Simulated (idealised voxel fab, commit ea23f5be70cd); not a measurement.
Process module under the name voxel wiring stack
The cross-section shown here is cut; it is 220 nm wide and divided into square cells measuring 5 nm on a side.
Cross-sections here: square-cell grids, written as top-down lists of bands, a band being one or more rows of cells. Band entry format. Leading values: height of top, height of bottom, nm. Remainder: materials in left-to-right order, each with its width in nm. Special words: "all across" on a single material, which then fills the band edge to edge; "empty", empty space. Height is counted from the level 0, under which the received wafer is composed throughout of one material. The lowest of the bands is not closed at the bottom but continues downward, in the notation "0..down". Top row gets the first number, bottom row gets the second, and each row in between changes by the same step: that is how a band width like "30..40" works. It should be understood that the words "left unchanged", when stated for a given step, signify that the cross-section underwent no change in any of its cells during that step. Closed void register: empty space of 8 cells or more with no open way to the top, each as width x height at its distance from the left edge, in nm. Whatever follows a step's settings on its line is a remark the simulator itself makes about that step. For masked steps, "overlay nm" on the step line gives how far right of plan the mask actually lay; a minus sign means it lay to the left.
The following list gives the planned process steps
1) RECEIVE [material Si]
2) CONFORMAL_DEP [material SiO2] [thk nm 15]
3) CONFORMAL_DEP [material SiN] [thk nm 5]
4) DIRECTIONAL_DEP [material SiO2] [thk nm 25]
5) DIRECTIONAL_DEP [material aC] [thk nm 15]
6) PATTERN [tone open] [mask id METAL_1] [material resist] [width nm 20] [pitch nm 45] [thk nm 35] [overlay nm 0]
7) DIRECTIONAL_ETCH [etch materials aC] [depth nm 15]
8) STRIP [etch materials resist]
9) DIRECTIONAL_ETCH [etch materials SiO2] [depth nm 25]
10) DIRECTIONAL_ETCH [etch materials SiN] [depth nm 5]
11) STRIP [etch materials aC]
12) CONFORMAL_DEP [material TiN] [thk nm 5]
13) FILL_DEP [material Ru] [thk nm 10]
14) CMP [height nm 45]
15) EPI [material Ru] [thk nm 5]
16) FILL_DEP [material SiCN] [thk nm 5]
17) DIRECTIONAL_DEP [material lowk] [thk nm 10]
18) PATTERN [tone open] [mask id PLUG_1] [material resist] [width nm 15] [pitch nm 90] [thk nm 15] [overlay nm 0]
19) DIRECTIONAL_ETCH [etch materials lowk] [depth nm 10]
20) DIRECTIONAL_ETCH [etch materials SiCN] [depth nm 5]
21) STRIP [etch materials resist]
22) EPI [material Ru] [thk nm 10]
23) EPI [material Ru] [thk nm 5]
24) DIRECTIONAL_DEP [material TiN] [thk nm 5]
25) DIRECTIONAL_DEP [material Ru] [thk nm 20]
26) DIRECTIONAL_DEP [material aC] [thk nm 10]
27) PATTERN [tone cover] [mask id METAL_2] [material resist] [width nm 20] [pitch nm 45] [thk nm 30] [overlay nm 0]
28) DIRECTIONAL_ETCH [etch materials aC] [depth nm 10]
29) STRIP [etch materials resist]
30) DIRECTIONAL_ETCH [etch materials Ru] [depth nm 20]
31) DIRECTIONAL_ETCH [etch materials TiN] [depth nm 5]
32) STRIP [etch materials aC]
33) CONFORMAL_DEP [material SiN] [thk nm 5]
34) FILL_DEP [material lowk] [thk nm 10]
35) CMP [height nm 90]
36) CONFORMAL_DEP [material SiCN] [thk nm 5]
37) DIRECTIONAL_DEP [material SiO2] [thk nm 10]
38) PATTERN [tone open] [mask id PLUG_2] [material resist] [width nm 15] [pitch nm 90] [thk nm 20] [overlay nm 0]
39) DIRECTIONAL_ETCH [etch materials SiO2] [depth nm 10]
40) DIRECTIONAL_ETCH [etch materials SiCN] [depth nm 5]
41) STRIP [etch materials resist]
42) EPI [material Ru] [thk nm 10]
43) EPI [material Ru] [thk nm 5]
44) CONFORMAL_DEP [material SiCN] [thk nm 5]
45) DIRECTIONAL_DEP [material lowk] [thk nm 25]
46) MASKED_ETCH [tone open] [mask id METAL_3] [width nm 20] [pitch nm 45] [etch materials lowk] [depth nm 25] [overlay nm 0]
47) MASKED_ETCH [tone open] [mask id METAL_3] [width nm 20] [pitch nm 45] [etch materials SiCN] [depth nm 5] [overlay nm 0]
48) CONFORMAL_DEP [material TiN] [thk nm 5]
49) FILL_DEP [material Ru] [thk nm 5]
50) CMP [height nm 135]
51) CONFORMAL_DEP [material SiCN] [thk nm 5]
First wafer, as planned
As-received state of the wafer in cross-section, equivalent to post-step 1
0..down  Si all across
Closed void register: none
The following cross-section depicts the wafer upon completion of step 2
15..0  SiO2 all across
Note: structure below 0 unchanged.
The following cross-section depicts the wafer upon completion of step 3
20..15  SiN all across
Note: structure below 15 unchanged.
The following cross-section depicts the wafer upon completion of step 4
45..20  SiO2 all across
Note: structure below 20 unchanged.
The following cross-section depicts the wafer upon completion of step 5
60..45  aC all across
Note: structure below 45 unchanged.
The following cross-section depicts the wafer upon completion of step 6
95..60  resist 30 | empty 20 | resist 25 | empty 20 | resist 25 | empty 20 | resist 25 | empty 20 | resist 35
Note: structure below 60 unchanged.
The following cross-section depicts the wafer upon completion of step 7
80..60  resist 30 | empty 20 | resist 25 | empty 20 | resist 25 | empty 20 | resist 25 | empty 20 | resist 35
60..45  aC 30 | empty 20 | aC 25 | empty 20 | aC 25 | empty 20 | aC 25 | empty 20 | aC 35
Note: structure below 45 unchanged.
The following cross-section depicts the wafer upon completion of step 8
60..45  aC 30 | empty 20 | aC 25 | empty 20 | aC 25 | empty 20 | aC 25 | empty 20 | aC 35
Note: structure below 45 unchanged.
The following cross-section depicts the wafer upon completion of step 9
60..45  aC 30 | empty 20 | aC 25 | empty 20 | aC 25 | empty 20 | aC 25 | empty 20 | aC 35
45..20  SiO2 30 | empty 20 | SiO2 25 | empty 20 | SiO2 25 | empty 20 | SiO2 25 | empty 20 | SiO2 35
Note: structure below 20 unchanged.
The following cross-section depicts the wafer upon completion of step 10
60..45  aC 30 | empty 20 | aC 25 | empty 20 | aC 25 | empty 20 | aC 25 | empty 20 | aC 35
45..20  SiO2 30 | empty 20 | SiO2 25 | empty 20 | SiO2 25 | empty 20 | SiO2 25 | empty 20 | SiO2 35
20..15  SiN 30 | empty 20 | SiN 25 | empty 20 | SiN 25 | empty 20 | SiN 25 | empty 20 | SiN 35
Note: structure below 15 unchanged.
The following cross-section depicts the wafer upon completion of step 11
45..20  SiO2 30 | empty 20 | SiO2 25 | empty 20 | SiO2 25 | empty 20 | SiO2 25 | empty 20 | SiO2 35
Note: structure below 20 unchanged.
The following cross-section depicts the wafer upon completion of step 12
50..45  TiN 35 | empty 10 | TiN 35 | empty 10 | TiN 35 | empty 10 | TiN 35 | empty 10 | TiN 40
45..20  SiO2 30 | TiN 5 | empty 10 | TiN 5 | SiO2 25 | TiN 5 | empty 10 | TiN 5 | SiO2 25 | TiN 5 | empty 10 | TiN 5 | SiO2 25 | TiN 5 | empty 10 | TiN 5 | SiO2 35
20..15  SiN 30 | TiN 20 | SiN 25 | TiN 20 | SiN 25 | TiN 20 | SiN 25 | TiN 20 | SiN 35
Note: structure below 15 unchanged.
The following cross-section depicts the wafer upon completion of step 13
60..50  Ru all across
50..45  TiN 35 | Ru 10 | TiN 35 | Ru 10 | TiN 35 | Ru 10 | TiN 35 | Ru 10 | TiN 40
45..20  SiO2 30 | TiN 5 | Ru 10 | TiN 5 | SiO2 25 | TiN 5 | Ru 10 | TiN 5 | SiO2 25 | TiN 5 | Ru 10 | TiN 5 | SiO2 25 | TiN 5 | Ru 10 | TiN 5 | SiO2 35
Note: structure below 20 unchanged.
The following cross-section depicts the wafer upon completion of step 14
45..20  SiO2 30 | TiN 5 | Ru 10 | TiN 5 | SiO2 25 | TiN 5 | Ru 10 | TiN 5 | SiO2 25 | TiN 5 | Ru 10 | TiN 5 | SiO2 25 | TiN 5 | Ru 10 | TiN 5 | SiO2 35
Note: structure below 20 unchanged.
The following cross-section depicts the wafer upon completion of step 15
50..45  empty 25 | Ru 30 | empty 15 | Ru 30 | empty 15 | Ru 30 | empty 15 | Ru 30 | empty 30
Note: structure below 45 unchanged.
The following cross-section depicts the wafer upon completion of step 16
55..50  SiCN all across
50..45  SiCN 25 | Ru 30 | SiCN 15 | Ru 30 | SiCN 15 | Ru 30 | SiCN 15 | Ru 30 | SiCN 30
Note: structure below 45 unchanged.
The following cross-section depicts the wafer upon completion of step 17
65..55  lowk all across
Note: structure below 55 unchanged.
The following cross-section depicts the wafer upon completion of step 18
80..65  resist 30 | empty 15 | resist 75 | empty 15 | resist 85
Note: structure below 65 unchanged.
The following cross-section depicts the wafer upon completion of step 19
80..65  resist 30 | empty 15 | resist 75 | empty 15 | resist 85
65..55  lowk 30 | empty 15 | lowk 75 | empty 15 | lowk 85
Note: structure below 55 unchanged.
The following cross-section depicts the wafer upon completion of step 20
80..65  resist 30 | empty 15 | resist 75 | empty 15 | resist 85
65..55  lowk 30 | empty 15 | lowk 75 | empty 15 | lowk 85
55..50  SiCN 30 | empty 15 | SiCN 75 | empty 15 | SiCN 85
Note: structure below 50 unchanged.
The following cross-section depicts the wafer upon completion of step 21
65..55  lowk 30 | empty 15 | lowk 75 | empty 15 | lowk 85
Note: structure below 55 unchanged.
The following cross-section depicts the wafer upon completion of step 22
65..60  lowk 30 | empty 15 | lowk 75 | empty 15 | lowk 85
60..55  lowk 30 | Ru 15 | lowk 75 | Ru 15 | lowk 85
55..50  SiCN 30 | Ru 15 | SiCN 75 | Ru 15 | SiCN 85
Note: structure below 50 unchanged.
The following cross-section depicts the wafer upon completion of step 23
65..55  lowk 30 | Ru 15 | lowk 75 | Ru 15 | lowk 85
Note: structure below 55 unchanged.
The following cross-section depicts the wafer upon completion of step 24
70..65  TiN all across
Note: structure below 65 unchanged.
The following cross-section depicts the wafer upon completion of step 25
90..70  Ru all across
Note: structure below 70 unchanged.
The following cross-section depicts the wafer upon completion of step 26
100..90  aC all across
Note: structure below 90 unchanged.
The following cross-section depicts the wafer upon completion of step 27
130..100  empty 30 | resist 20 | empty 25 | resist 20 | empty 25 | resist 20 | empty 25 | resist 20 | empty 35
Note: structure below 100 unchanged.
The following cross-section depicts the wafer upon completion of step 28
120..100  empty 30 | resist 20 | empty 25 | resist 20 | empty 25 | resist 20 | empty 25 | resist 20 | empty 35
100..90  empty 30 | aC 20 | empty 25 | aC 20 | empty 25 | aC 20 | empty 25 | aC 20 | empty 35
Note: structure below 90 unchanged.
The following cross-section depicts the wafer upon completion of step 29
100..90  empty 30 | aC 20 | empty 25 | aC 20 | empty 25 | aC 20 | empty 25 | aC 20 | empty 35
Note: structure below 90 unchanged.
The following cross-section depicts the wafer upon completion of step 30
100..90  empty 30 | aC 20 | empty 25 | aC 20 | empty 25 | aC 20 | empty 25 | aC 20 | empty 35
90..70  empty 30 | Ru 20 | empty 25 | Ru 20 | empty 25 | Ru 20 | empty 25 | Ru 20 | empty 35
Note: structure below 70 unchanged.
The following cross-section depicts the wafer upon completion of step 31
100..90  empty 30 | aC 20 | empty 25 | aC 20 | empty 25 | aC 20 | empty 25 | aC 20 | empty 35
90..70  empty 30 | Ru 20 | empty 25 | Ru 20 | empty 25 | Ru 20 | empty 25 | Ru 20 | empty 35
70..65  empty 30 | TiN 20 | empty 25 | TiN 20 | empty 25 | TiN 20 | empty 25 | TiN 20 | empty 35
Note: structure below 65 unchanged.
The following cross-section depicts the wafer upon completion of step 32
90..70  empty 30 | Ru 20 | empty 25 | Ru 20 | empty 25 | Ru 20 | empty 25 | Ru 20 | empty 35
Note: structure below 70 unchanged.
The following cross-section depicts the wafer upon completion of step 33
95..90  empty 25 | SiN 30 | empty 15 | SiN 30 | empty 15 | SiN 30 | empty 15 | SiN 30 | empty 30
90..70  empty 25 | SiN 5 | Ru 20 | SiN 5 | empty 15 | SiN 5 | Ru 20 | SiN 5 | empty 15 | SiN 5 | Ru 20 | SiN 5 | empty 15 | SiN 5 | Ru 20 | SiN 5 | empty 30
70..65  SiN 30 | TiN 20 | SiN 25 | TiN 20 | SiN 25 | TiN 20 | SiN 25 | TiN 20 | SiN 35
Note: structure below 65 unchanged.
The following cross-section depicts the wafer upon completion of step 34
105..95  lowk all across
95..90  lowk 25 | SiN 30 | lowk 15 | SiN 30 | lowk 15 | SiN 30 | lowk 15 | SiN 30 | lowk 30
90..70  lowk 25 | SiN 5 | Ru 20 | SiN 5 | lowk 15 | SiN 5 | Ru 20 | SiN 5 | lowk 15 | SiN 5 | Ru 20 | SiN 5 | lowk 15 | SiN 5 | Ru 20 | SiN 5 | lowk 30
Note: structure below 70 unchanged.
The following cross-section depicts the wafer upon completion of step 35
90..70  lowk 25 | SiN 5 | Ru 20 | SiN 5 | lowk 15 | SiN 5 | Ru 20 | SiN 5 | lowk 15 | SiN 5 | Ru 20 | SiN 5 | lowk 15 | SiN 5 | Ru 20 | SiN 5 | lowk 30
Note: structure below 70 unchanged.
The following cross-section depicts the wafer upon completion of step 36
95..90  SiCN all across
Note: structure below 90 unchanged.
The following cross-section depicts the wafer upon completion of step 37
105..95  SiO2 all across
Note: structure below 95 unchanged.
The following cross-section depicts the wafer upon completion of step 38
125..105  resist 30 | empty 15 | resist 75 | empty 15 | resist 85
Note: structure below 105 unchanged.
The following cross-section depicts the wafer upon completion of step 39
125..105  resist 30 | empty 15 | resist 75 | empty 15 | resist 85
105..95  SiO2 30 | empty 15 | SiO2 75 | empty 15 | SiO2 85
Note: structure below 95 unchanged.
The following cross-section depicts the wafer upon completion of step 40
125..105  resist 30 | empty 15 | resist 75 | empty 15 | resist 85
105..95  SiO2 30 | empty 15 | SiO2 75 | empty 15 | SiO2 85
95..90  SiCN 30 | empty 15 | SiCN 75 | empty 15 | SiCN 85
Note: structure below 90 unchanged.
The following cross-section depicts the wafer upon completion of step 41
105..95  SiO2 30 | empty 15 | SiO2 75 | empty 15 | SiO2 85
Note: structure below 95 unchanged.
The following cross-section depicts the wafer upon completion of step 42
105..100  SiO2 30 | empty 15 | SiO2 75 | empty 15 | SiO2 85
100..95  SiO2 30 | Ru 15 | SiO2 75 | Ru 15 | SiO2 85
95..90  SiCN 30 | Ru 15 | SiCN 75 | Ru 15 | SiCN 85
Note: structure below 90 unchanged.
The following cross-section depicts the wafer upon completion of step 43
105..95  SiO2 30 | Ru 15 | SiO2 75 | Ru 15 | SiO2 85
Note: structure below 95 unchanged.
The following cross-section depicts the wafer upon completion of step 44
110..105  SiCN all across
Note: structure below 105 unchanged.
The following cross-section depicts the wafer upon completion of step 45
135..110  lowk all across
Note: structure below 110 unchanged.
The following cross-section depicts the wafer upon completion of step 46
135..110  lowk 30 | empty 20 | lowk 25 | empty 20 | lowk 25 | empty 20 | lowk 25 | empty 20 | lowk 35
Note: structure below 110 unchanged.
The following cross-section depicts the wafer upon completion of step 47
135..110  lowk 30 | empty 20 | lowk 25 | empty 20 | lowk 25 | empty 20 | lowk 25 | empty 20 | lowk 35
110..105  SiCN 30 | empty 20 | SiCN 25 | empty 20 | SiCN 25 | empty 20 | SiCN 25 | empty 20 | SiCN 35
Note: structure below 105 unchanged.
The following cross-section depicts the wafer upon completion of step 48
140..135  TiN 35 | empty 10 | TiN 35 | empty 10 | TiN 35 | empty 10 | TiN 35 | empty 10 | TiN 40
135..110  lowk 30 | TiN 5 | empty 10 | TiN 5 | lowk 25 | TiN 5 | empty 10 | TiN 5 | lowk 25 | TiN 5 | empty 10 | TiN 5 | lowk 25 | TiN 5 | empty 10 | TiN 5 | lowk 35
110..105  SiCN 30 | TiN 20 | SiCN 25 | TiN 20 | SiCN 25 | TiN 20 | SiCN 25 | TiN 20 | SiCN 35
Note: structure below 105 unchanged.
The following cross-section depicts the wafer upon completion of step 49
145..140  Ru all across
140..135  TiN 35 | Ru 10 | TiN 35 | Ru 10 | TiN 35 | Ru 10 | TiN 35 | Ru 10 | TiN 40
135..110  lowk 30 | TiN 5 | Ru 10 | TiN 5 | lowk 25 | TiN 5 | Ru 10 | TiN 5 | lowk 25 | TiN 5 | Ru 10 | TiN 5 | lowk 25 | TiN 5 | Ru 10 | TiN 5 | lowk 35
Note: structure below 110 unchanged.
The following cross-section depicts the wafer upon completion of step 50
135..110  lowk 30 | TiN 5 | Ru 10 | TiN 5 | lowk 25 | TiN 5 | Ru 10 | TiN 5 | lowk 25 | TiN 5 | Ru 10 | TiN 5 | lowk 25 | TiN 5 | Ru 10 | TiN 5 | lowk 35
Note: structure below 110 unchanged.
The following cross-section depicts the wafer upon completion of step 51
140..135  SiCN all across
Note: structure below 135 unchanged.
Wafer two of the pair: same origin, same plan, one error during the run; identical to wafer one up to and including step 5
Second wafer, section view, time point: scheduled end of step 6
95..60  empty 30 | resist 20 | empty 25 | resist 20 | empty 25 | resist 20 | empty 25 | resist 20 | empty 35
Note: structure below 60 unchanged.
Second wafer, section view, time point: scheduled end of step 7
80..60  empty 30 | resist 20 | empty 25 | resist 20 | empty 25 | resist 20 | empty 25 | resist 20 | empty 35
60..45  empty 30 | aC 20 | empty 25 | aC 20 | empty 25 | aC 20 | empty 25 | aC 20 | empty 35
Note: structure below 45 unchanged.
Second wafer, section view, time point: scheduled end of step 8
60..45  empty 30 | aC 20 | empty 25 | aC 20 | empty 25 | aC 20 | empty 25 | aC 20 | empty 35
Note: structure below 45 unchanged.
Second wafer, section view, time point: scheduled end of step 9
60..45  empty 30 | aC 20 | empty 25 | aC 20 | empty 25 | aC 20 | empty 25 | aC 20 | empty 35
45..20  empty 30 | SiO2 20 | empty 25 | SiO2 20 | empty 25 | SiO2 20 | empty 25 | SiO2 20 | empty 35
Note: structure below 20 unchanged.
Second wafer, section view, time point: scheduled end of step 10
60..45  empty 30 | aC 20 | empty 25 | aC 20 | empty 25 | aC 20 | empty 25 | aC 20 | empty 35
45..20  empty 30 | SiO2 20 | empty 25 | SiO2 20 | empty 25 | SiO2 20 | empty 25 | SiO2 20 | empty 35
20..15  empty 30 | SiN 20 | empty 25 | SiN 20 | empty 25 | SiN 20 | empty 25 | SiN 20 | empty 35
Note: structure below 15 unchanged.
Second wafer, section view, time point: scheduled end of step 11
45..20  empty 30 | SiO2 20 | empty 25 | SiO2 20 | empty 25 | SiO2 20 | empty 25 | SiO2 20 | empty 35
Note: structure below 20 unchanged.
Second wafer, section view, time point: scheduled end of step 12
50..45  empty 25 | TiN 30 | empty 15 | TiN 30 | empty 15 | TiN 30 | empty 15 | TiN 30 | empty 30
45..20  empty 25 | TiN 5 | SiO2 20 | TiN 5 | empty 15 | TiN 5 | SiO2 20 | TiN 5 | empty 15 | TiN 5 | SiO2 20 | TiN 5 | empty 15 | TiN 5 | SiO2 20 | TiN 5 | empty 30
20..15  TiN 30 | SiN 20 | TiN 25 | SiN 20 | TiN 25 | SiN 20 | TiN 25 | SiN 20 | TiN 35
Note: structure below 15 unchanged.
Second wafer, section view, time point: scheduled end of step 13
60..50  Ru all across
50..45  Ru 25 | TiN 30 | Ru 15 | TiN 30 | Ru 15 | TiN 30 | Ru 15 | TiN 30 | Ru 30
45..20  Ru 25 | TiN 5 | SiO2 20 | TiN 5 | Ru 15 | TiN 5 | SiO2 20 | TiN 5 | Ru 15 | TiN 5 | SiO2 20 | TiN 5 | Ru 15 | TiN 5 | SiO2 20 | TiN 5 | Ru 30
Note: structure below 20 unchanged.
Second wafer, section view, time point: scheduled end of step 14
45..20  Ru 25 | TiN 5 | SiO2 20 | TiN 5 | Ru 15 | TiN 5 | SiO2 20 | TiN 5 | Ru 15 | TiN 5 | SiO2 20 | TiN 5 | Ru 15 | TiN 5 | SiO2 20 | TiN 5 | Ru 30
Note: structure below 20 unchanged.
Second wafer, section view, time point: scheduled end of step 15
50..45  Ru 35 | empty 10 | Ru 35 | empty 10 | Ru 35 | empty 10 | Ru 35 | empty 10 | Ru 40
Note: structure below 45 unchanged.
Second wafer, section view, time point: scheduled end of step 16
55..50  SiCN all across
50..45  Ru 35 | SiCN 10 | Ru 35 | SiCN 10 | Ru 35 | SiCN 10 | Ru 35 | SiCN 10 | Ru 40
Note: structure below 45 unchanged.
Second wafer, section view, time point: scheduled end of step 17
65..55  lowk all across
Note: structure below 55 unchanged.
Second wafer, section view, time point: scheduled end of step 18
80..65  resist 30 | empty 15 | resist 75 | empty 15 | resist 85
Note: structure below 65 unchanged.
Second wafer, section view, time point: scheduled end of step 19
80..65  resist 30 | empty 15 | resist 75 | empty 15 | resist 85
65..55  lowk 30 | empty 15 | lowk 75 | empty 15 | lowk 85
Note: structure below 55 unchanged.
Second wafer, section view, time point: scheduled end of step 20
80..65  resist 30 | empty 15 | resist 75 | empty 15 | resist 85
65..55  lowk 30 | empty 15 | lowk 75 | empty 15 | lowk 85
55..50  SiCN 30 | empty 15 | SiCN 75 | empty 15 | SiCN 85
Note: structure below 50 unchanged.
Second wafer, section view, time point: scheduled end of step 21
65..55  lowk 30 | empty 15 | lowk 75 | empty 15 | lowk 85
Note: structure below 55 unchanged.
Second wafer, section view, time point: scheduled end of step 22
65..60  lowk 30 | empty 15 | lowk 75 | empty 15 | lowk 85
60..55  lowk 30 | Ru 15 | lowk 75 | Ru 15 | lowk 85
55..50  SiCN 30 | Ru 15 | SiCN 75 | Ru 15 | SiCN 85
Note: structure below 50 unchanged.
Second wafer, section view, time point: scheduled end of step 23
65..55  lowk 30 | Ru 15 | lowk 75 | Ru 15 | lowk 85
Note: structure below 55 unchanged.
Second wafer, section view, time point: scheduled end of step 24
70..65  TiN all across
Note: structure below 65 unchanged.
Second wafer, section view, time point: scheduled end of step 25
90..70  Ru all across
Note: structure below 70 unchanged.
Second wafer, section view, time point: scheduled end of step 26
100..90  aC all across
Note: structure below 90 unchanged.
Second wafer, section view, time point: scheduled end of step 27
130..100  empty 30 | resist 20 | empty 25 | resist 20 | empty 25 | resist 20 | empty 25 | resist 20 | empty 35
Note: structure below 100 unchanged.
Second wafer, section view, time point: scheduled end of step 28
120..100  empty 30 | resist 20 | empty 25 | resist 20 | empty 25 | resist 20 | empty 25 | resist 20 | empty 35
100..90  empty 30 | aC 20 | empty 25 | aC 20 | empty 25 | aC 20 | empty 25 | aC 20 | empty 35
Note: structure below 90 unchanged.
Second wafer, section view, time point: scheduled end of step 29
100..90  empty 30 | aC 20 | empty 25 | aC 20 | empty 25 | aC 20 | empty 25 | aC 20 | empty 35
Note: structure below 90 unchanged.
Second wafer, section view, time point: scheduled end of step 30
100..90  empty 30 | aC 20 | empty 25 | aC 20 | empty 25 | aC 20 | empty 25 | aC 20 | empty 35
90..70  empty 30 | Ru 20 | empty 25 | Ru 20 | empty 25 | Ru 20 | empty 25 | Ru 20 | empty 35
Note: structure below 70 unchanged.
Second wafer, section view, time point: scheduled end of step 31
100..90  empty 30 | aC 20 | empty 25 | aC 20 | empty 25 | aC 20 | empty 25 | aC 20 | empty 35
90..70  empty 30 | Ru 20 | empty 25 | Ru 20 | empty 25 | Ru 20 | empty 25 | Ru 20 | empty 35
70..65  empty 30 | TiN 20 | empty 25 | TiN 20 | empty 25 | TiN 20 | empty 25 | TiN 20 | empty 35
Note: structure below 65 unchanged.
Second wafer, section view, time point: scheduled end of step 32
90..70  empty 30 | Ru 20 | empty 25 | Ru 20 | empty 25 | Ru 20 | empty 25 | Ru 20 | empty 35
Note: structure below 70 unchanged.
Second wafer, section view, time point: scheduled end of step 33
95..90  empty 25 | SiN 30 | empty 15 | SiN 30 | empty 15 | SiN 30 | empty 15 | SiN 30 | empty 30
90..70  empty 25 | SiN 5 | Ru 20 | SiN 5 | empty 15 | SiN 5 | Ru 20 | SiN 5 | empty 15 | SiN 5 | Ru 20 | SiN 5 | empty 15 | SiN 5 | Ru 20 | SiN 5 | empty 30
70..65  SiN 30 | TiN 20 | SiN 25 | TiN 20 | SiN 25 | TiN 20 | SiN 25 | TiN 20 | SiN 35
Note: structure below 65 unchanged.
Second wafer, section view, time point: scheduled end of step 34
105..95  lowk all across
95..90  lowk 25 | SiN 30 | lowk 15 | SiN 30 | lowk 15 | SiN 30 | lowk 15 | SiN 30 | lowk 30
90..70  lowk 25 | SiN 5 | Ru 20 | SiN 5 | lowk 15 | SiN 5 | Ru 20 | SiN 5 | lowk 15 | SiN 5 | Ru 20 | SiN 5 | lowk 15 | SiN 5 | Ru 20 | SiN 5 | lowk 30
Note: structure below 70 unchanged.
Second wafer, section view, time point: scheduled end of step 35
90..70  lowk 25 | SiN 5 | Ru 20 | SiN 5 | lowk 15 | SiN 5 | Ru 20 | SiN 5 | lowk 15 | SiN 5 | Ru 20 | SiN 5 | lowk 15 | SiN 5 | Ru 20 | SiN 5 | lowk 30
Note: structure below 70 unchanged.
Second wafer, section view, time point: scheduled end of step 36
95..90  SiCN all across
Note: structure below 90 unchanged.
Second wafer, section view, time point: scheduled end of step 37
105..95  SiO2 all across
Note: structure below 95 unchanged.
Second wafer, section view, time point: scheduled end of step 38
125..105  resist 30 | empty 15 | resist 75 | empty 15 | resist 85
Note: structure below 105 unchanged.
Second wafer, section view, time point: scheduled end of step 39
125..105  resist 30 | empty 15 | resist 75 | empty 15 | resist 85
105..95  SiO2 30 | empty 15 | SiO2 75 | empty 15 | SiO2 85
Note: structure below 95 unchanged.
Second wafer, section view, time point: scheduled end of step 40
125..105  resist 30 | empty 15 | resist 75 | empty 15 | resist 85
105..95  SiO2 30 | empty 15 | SiO2 75 | empty 15 | SiO2 85
95..90  SiCN 30 | empty 15 | SiCN 75 | empty 15 | SiCN 85
Note: structure below 90 unchanged.
Second wafer, section view, time point: scheduled end of step 41
105..95  SiO2 30 | empty 15 | SiO2 75 | empty 15 | SiO2 85
Note: structure below 95 unchanged.
Second wafer, section view, time point: scheduled end of step 42
105..100  SiO2 30 | empty 15 | SiO2 75 | empty 15 | SiO2 85
100..95  SiO2 30 | Ru 15 | SiO2 75 | Ru 15 | SiO2 85
95..90  SiCN 30 | Ru 15 | SiCN 75 | Ru 15 | SiCN 85
Note: structure below 90 unchanged.
Second wafer, section view, time point: scheduled end of step 43
105..95  SiO2 30 | Ru 15 | SiO2 75 | Ru 15 | SiO2 85
Note: structure below 95 unchanged.
Second wafer, section view, time point: scheduled end of step 44
110..105  SiCN all across
Note: structure below 105 unchanged.
Second wafer, section view, time point: scheduled end of step 45
135..110  lowk all across
Note: structure below 110 unchanged.
Second wafer, section view, time point: scheduled end of step 46
135..110  lowk 30 | empty 20 | lowk 25 | empty 20 | lowk 25 | empty 20 | lowk 25 | empty 20 | lowk 35
Note: structure below 110 unchanged.
Second wafer, section view, time point: scheduled end of step 47
135..110  lowk 30 | empty 20 | lowk 25 | empty 20 | lowk 25 | empty 20 | lowk 25 | empty 20 | lowk 35
110..105  SiCN 30 | empty 20 | SiCN 25 | empty 20 | SiCN 25 | empty 20 | SiCN 25 | empty 20 | SiCN 35
Note: structure below 105 unchanged.
Second wafer, section view, time point: scheduled end of step 48
140..135  TiN 35 | empty 10 | TiN 35 | empty 10 | TiN 35 | empty 10 | TiN 35 | empty 10 | TiN 40
135..110  lowk 30 | TiN 5 | empty 10 | TiN 5 | lowk 25 | TiN 5 | empty 10 | TiN 5 | lowk 25 | TiN 5 | empty 10 | TiN 5 | lowk 25 | TiN 5 | empty 10 | TiN 5 | lowk 35
110..105  SiCN 30 | TiN 20 | SiCN 25 | TiN 20 | SiCN 25 | TiN 20 | SiCN 25 | TiN 20 | SiCN 35
Note: structure below 105 unchanged.
Second wafer, section view, time point: scheduled end of step 49
145..140  Ru all across
140..135  TiN 35 | Ru 10 | TiN 35 | Ru 10 | TiN 35 | Ru 10 | TiN 35 | Ru 10 | TiN 40
135..110  lowk 30 | TiN 5 | Ru 10 | TiN 5 | lowk 25 | TiN 5 | Ru 10 | TiN 5 | lowk 25 | TiN 5 | Ru 10 | TiN 5 | lowk 25 | TiN 5 | Ru 10 | TiN 5 | lowk 35
Note: structure below 110 unchanged.
Second wafer, section view, time point: scheduled end of step 50
135..110  lowk 30 | TiN 5 | Ru 10 | TiN 5 | lowk 25 | TiN 5 | Ru 10 | TiN 5 | lowk 25 | TiN 5 | Ru 10 | TiN 5 | lowk 25 | TiN 5 | Ru 10 | TiN 5 | lowk 35
Note: structure below 110 unchanged.
Second wafer, section view, time point: scheduled end of step 51
140..135  SiCN all across
Note: structure below 135 unchanged.
The plan and the run diverged here: rather than as planned, step 6 actually ran as PATTERN [tone cover] [mask id METAL_1] [material resist] [width nm 20] [pitch nm 45] [thk nm 35] [overlay nm 0]
Materials where the second wafer ends with more or fewer cells than the first: Ru: 72 more; SiCN: 12 fewer; SiN: 12 fewer; SiO2: 60 fewer; TiN: 12 more
